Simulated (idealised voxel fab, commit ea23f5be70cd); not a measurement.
process module | voxel wiring stack
cross-section cut | 275 nm wide | cells 5 nm
A cross-section is a grid of square cells, given in bands from the top down. A band is one or more rows of cells.
Each band's line starts with the height of the band's top and of its bottom, in nm. Then come its materials from left to right, each with its width in nm. One material with "throughout" fills the band from edge to edge. "air" is empty space.
Height 0 is the level under which the wafer as received is all one material. The lowest band goes on downwards, as in "0 down".
A width such as "30 to 40" changes by the same amount from each row of cells to the next, from the band's top row to its bottom row.
"no change" after a step means that no cell of the cross-section changed.
closed voids: empty space of 8 cells or more with no open way to the top, each as width x height at its distance from the left edge, in nm
after a step's settings: what the simulator itself notes on the step
overlay nm, on a step with a mask: how far to the right of its planned place the mask lay; to the left if negative
plan
1 op RECEIVE | material Si
2 op CONFORMAL_DEP | material SiO2 | thk nm 15
3 op CONFORMAL_DEP | material SiCN | thk nm 5
4 op DIRECTIONAL_DEP | material lowk | thk nm 20
5 op MASKED_ETCH | tone open | mask id METAL_1 | width nm 30 | pitch nm 55 | etch materials lowk | depth nm 20 | overlay nm 0
6 op MASKED_ETCH | tone open | mask id METAL_1 | width nm 30 | pitch nm 55 | etch materials SiCN | depth nm 5 | overlay nm 0
7 op CONFORMAL_DEP | material TiN | thk nm 5
8 op FILL_DEP | material Ru | thk nm 5
9 op CMP | height nm 40
10 op CONFORMAL_DEP | material SiCN | thk nm 5
11 op DIRECTIONAL_DEP | material lowk | thk nm 25
12 op DIRECTIONAL_DEP | material aC | thk nm 10
13 op PATTERN | tone open | mask id METAL_2 | material resist | width nm 30 | pitch nm 55 | thk nm 25 | overlay nm 0
14 op DIRECTIONAL_ETCH | etch materials aC | depth nm 10
15 op STRIP | etch materials resist
16 op DIRECTIONAL_ETCH | etch materials lowk | depth nm 15
17 op STRIP | etch materials aC
18 op DIRECTIONAL_DEP | material aC | thk nm 15
19 op PATTERN | tone open | mask id METAL_2_HOLES | material resist | width nm 15 | pitch nm 55 | thk nm 30 | overlay nm 0
20 op DIRECTIONAL_ETCH | etch materials aC | depth nm 15
21 op STRIP | etch materials resist
22 op DIRECTIONAL_ETCH | etch materials lowk | depth nm 10
23 op DIRECTIONAL_ETCH | etch materials SiCN | depth nm 5
24 op STRIP | etch materials aC
25 op CONFORMAL_DEP | material TiN | thk nm 5
26 op FILL_DEP | material Cu | thk nm 10
27 op CMP | height nm 70
28 op CONFORMAL_DEP | material SiCN | thk nm 5
as received, after step 1
  0 down: Si throughout
  closed voids: none
a wafer at the end: this start, this plan, one mistake
  75 to 70: SiCN throughout
  70 to 60: lowk 40 | TiN 5 to 10 | Cu 15 to 10 | TiN 5 | lowk 30 | TiN 5 to 10 | Cu 15 to 10 | TiN 5 | lowk 30 | TiN 5 to 10 | Cu 15 to 10 | TiN 5 | lowk 30 | TiN 5 to 10 | Cu 15 to 10 | TiN 5 | lowk 45
  60 to 55: lowk 45 | TiN 20 | lowk 35 | TiN 20 | lowk 35 | TiN 20 | lowk 35 | TiN 20 | lowk 45
  55 to 45: lowk 45 | TiN 10 | lowk 45 | TiN 10 | lowk 45 | TiN 10 | lowk 45 | TiN 10 | lowk 55
  45 to 40: SiCN 45 | TiN 10 | SiCN 45 | TiN 10 | SiCN 45 | TiN 10 | SiCN 45 | TiN 10 | SiCN 55
  40 to 20: lowk 40 | TiN 5 | Ru 20 | TiN 5 | lowk 25 | TiN 5 | Ru 20 | TiN 5 | lowk 25 | TiN 5 | Ru 20 | TiN 5 | lowk 25 | TiN 5 | Ru 20 | TiN 5 | lowk 40
  20 to 15: SiCN 40 | TiN 30 | SiCN 25 | TiN 30 | SiCN 25 | TiN 30 | SiCN 25 | TiN 30 | SiCN 40
  15 to 0: SiO2 throughout
  0 down: Si throughout
  closed voids: none
what went wrong: step 13 ran as: op PATTERN | tone open | mask id METAL_2 | material resist | width nm 20 | pitch nm 55 | thk nm 25 | overlay nm 0
